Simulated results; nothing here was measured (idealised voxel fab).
A process module follows: voxel wiring stack.
Section cut is 230 nm wide and gridded with 5 nm square cells.
Reading order for cross-sections: top band down to bottom band. Underlying form: a grid of square cells. Band size: one or more rows of cells.
Read a band's entry like this: the first values are the height of its top and the height of its bottom in nm, and what follows is the sequence of materials from left to right, each with its width in nm. Note that "blank" is empty space, and that a single material marked "all across" reaches across the band from edge to edge.
A quick word on heights: they are counted from 0, and under that level the wafer as it came to us is one material throughout. The lowest band is different from the rest in having no bottom; it simply continues downward, written as in "0 nm and below".
Top row gets the first number, bottom row gets the second, and each row in between changes by the same step: that is how a band width like "30 to 40" works.
"changes: none" means the step left every cell of the cross-section as it was.
Any empty space of 8 cells or more lacking an open way to the top shows up in "Closed void roster" as width x height at distance, distance from the left edge, in nm.
Step line, after settings: the simulator's comment on this step.
What "overlay nm" on a step's line means: if the step has a mask, that mask lay this far to the right of its planned place, or, when the value is negative, to the left.

**The planned process steps are enumerated hereunder**
1. RECEIVE (material Si)
2. CONFORMAL_DEP (material SiO2; thk nm 10)
3. DIRECTIONAL_DEP (material TiN; thk nm 5)
4. DIRECTIONAL_DEP (material W; thk nm 20)
5. DIRECTIONAL_DEP (material aC; thk nm 15)
6. PATTERN (tone cover; mask id METAL_1; material resist; width nm 30; pitch nm 50; thk nm 35; overlay nm 0)
7. DIRECTIONAL_ETCH (etch materials aC; depth nm 15)
8. STRIP (etch materials resist)
9. DIRECTIONAL_ETCH (etch materials W; depth nm 20)
10. DIRECTIONAL_ETCH (etch materials TiN; depth nm 5)
11. STRIP (etch materials aC)
12. FILL_DEP (material SiO2; thk nm 5)
13. CMP (height nm 35)
14. CONFORMAL_DEP (material SiCN; thk nm 5)
15. DIRECTIONAL_DEP (material SiO2; thk nm 25)
16. DIRECTIONAL_DEP (material aC; thk nm 15)
17. PATTERN (tone open; mask id METAL_2; material resist; width nm 30; pitch nm 50; thk nm 35; overlay nm 0)
18. DIRECTIONAL_ETCH (etch materials aC; depth nm 15)
19. STRIP (etch materials resist)
20. DIRECTIONAL_ETCH (etch materials SiO2; depth nm 15)
21. STRIP (etch materials aC)
22. PATTERN (tone open; mask id METAL_2_HOLES; material resist; width nm 15; pitch nm 50; thk nm 20; overlay nm 0)
23. DIRECTIONAL_ETCH (etch materials SiO2; depth nm 10)
24. DIRECTIONAL_ETCH (etch materials SiCN; depth nm 5)
25. STRIP (etch materials resist)
26. CONFORMAL_DEP (material TiN; thk nm 5)
27. FILL_DEP (material Cu; thk nm 5)
28. CMP (height nm 65)
29. CONFORMAL_DEP (material SiCN; thk nm 5)
30. DIRECTIONAL_DEP (material SiO2; thk nm 30)
31. DIRECTIONAL_DEP (material aC; thk nm 10)
32. PATTERN (tone open; mask id METAL_3_HOLES; material resist; width nm 15; pitch nm 50; thk nm 30; overlay nm 0)
33. DIRECTIONAL_ETCH (etch materials aC; depth nm 10)
34. STRIP (etch materials resist)
35. DIRECTIONAL_ETCH (etch materials SiO2; depth nm 30)
36. STRIP (etch materials aC)
37. DIRECTIONAL_DEP (material aC; thk nm 15)
38. PATTERN (tone open; mask id METAL_3; material resist; width nm 30; pitch nm 50; thk nm 35; overlay nm 0)
39. DIRECTIONAL_ETCH (etch materials aC; depth nm 15)
40. STRIP (etch materials resist)
41. DIRECTIONAL_ETCH (etch materials SiO2; depth nm 20)
42. DIRECTIONAL_ETCH (etch materials SiCN; depth nm 5)
43. STRIP (etch materials aC)
44. CONFORMAL_DEP (material TiN; thk nm 5)
45. FILL_DEP (material Cu; thk nm 10)
46. CMP (height nm 100)
47. CONFORMAL_DEP (material SiN; thk nm 5)
The plan shows the thk nm of step 47 as the first wafer had it; this setting differs between the wafers, which start out alike.

**The first of several wafers in cross-section, exactly as it reached us after step 1**
	0 nm and below  Si all across
	Closed void roster: none

**Cross-section after step 47, the final step of the module, for the first of several wafers**
	105 nm to 100 nm  SiN all across
	100 nm to 85 nm  75 SiO2, 5 TiN, 20 Cu, 5 TiN, 20 SiO2, 5 TiN, 20 Cu, 5 TiN, 75 SiO2
	85 nm to 80 nm  75 SiO2, 5 TiN, 5 Cu, 20 TiN, 20 SiO2, 5 TiN, 5 Cu, 20 TiN, 75 SiO2
	80 nm to 70 nm  75 SiO2, 5 TiN, 5 Cu, 5 TiN, 35 SiO2, 5 TiN, 5 Cu, 5 TiN, 90 SiO2
	70 nm to 65 nm  75 SiCN, 15 TiN, 35 SiCN, 15 TiN, 90 SiCN
	65 nm to 55 nm  75 SiO2, 5 TiN, 20 Cu, 5 TiN, 20 SiO2, 5 TiN, 20 Cu, 5 TiN, 75 SiO2
	55 nm to 50 nm  75 SiO2, 5 TiN, 5 Cu, 20 TiN, 20 SiO2, 5 TiN, 5 Cu, 20 TiN, 75 SiO2
	50 nm to 40 nm  75 SiO2, 5 TiN, 5 Cu, 5 TiN, 35 SiO2, 5 TiN, 5 Cu, 5 TiN, 90 SiO2
	40 nm to 35 nm  75 SiCN, 15 TiN, 35 SiCN, 15 TiN, 90 SiCN
	35 nm to 15 nm  75 SiO2, 30 W, 20 SiO2, 30 W, 75 SiO2
	15 nm to 10 nm  75 SiO2, 30 TiN, 20 SiO2, 30 TiN, 75 SiO2
	10 nm to 0 nm  SiO2 all across
	0 nm and below  Si all across
	Closed void roster: none

**Cross-section of the final wafer among several, taken at the end of the module**
	120 nm to 100 nm  SiN all across
	100 nm to 85 nm  75 SiO2, 5 TiN, 20 Cu, 5 TiN, 20 SiO2, 5 TiN, 20 Cu, 5 TiN, 75 SiO2
	85 nm to 80 nm  75 SiO2, 5 TiN, 5 Cu, 20 TiN, 20 SiO2, 5 TiN, 5 Cu, 20 TiN, 75 SiO2
	80 nm to 70 nm  75 SiO2, 5 TiN, 5 Cu, 5 TiN, 35 SiO2, 5 TiN, 5 Cu, 5 TiN, 90 SiO2
	70 nm to 65 nm  75 SiCN, 15 TiN, 35 SiCN, 15 TiN, 90 SiCN
	65 nm to 55 nm  75 SiO2, 5 TiN, 20 Cu, 5 TiN, 20 SiO2, 5 TiN, 20 Cu, 5 TiN, 75 SiO2
	55 nm to 50 nm  75 SiO2, 5 TiN, 5 Cu, 20 TiN, 20 SiO2, 5 TiN, 5 Cu, 20 TiN, 75 SiO2
	50 nm to 40 nm  75 SiO2, 5 TiN, 5 Cu, 5 TiN, 35 SiO2, 5 TiN, 5 Cu, 5 TiN, 90 SiO2
	40 nm to 35 nm  75 SiCN, 15 TiN, 35 SiCN, 15 TiN, 90 SiCN
	35 nm to 15 nm  75 SiO2, 30 W, 20 SiO2, 30 W, 75 SiO2
	15 nm to 10 nm  75 SiO2, 30 TiN, 20 SiO2, 30 TiN, 75 SiO2
	10 nm to 0 nm  SiO2 all across
	0 nm and below  Si all across
	Closed void roster: none

**Quick key for the table: a row per wafer, taken at the end of the module. For each material it tells you how many cells the wafer gained (+) or lost (-) since it came in, and the closed voids come after**
thk nm 5, +52 Cu, +80 SiCN, +46 SiN, +660 SiO2, +80 TiN, +48 W, Closed void roster: none
thk nm 10, +52 Cu, +80 SiCN, +92 SiN, +660 SiO2, +80 TiN, +48 W, Closed void roster: none
thk nm 15, +52 Cu, +80 SiCN, +138 SiN, +660 SiO2, +80 TiN, +48 W, Closed void roster: none
thk nm 20, +52 Cu, +80 SiCN, +184 SiN, +660 SiO2, +80 TiN, +48 W, Closed void roster: none
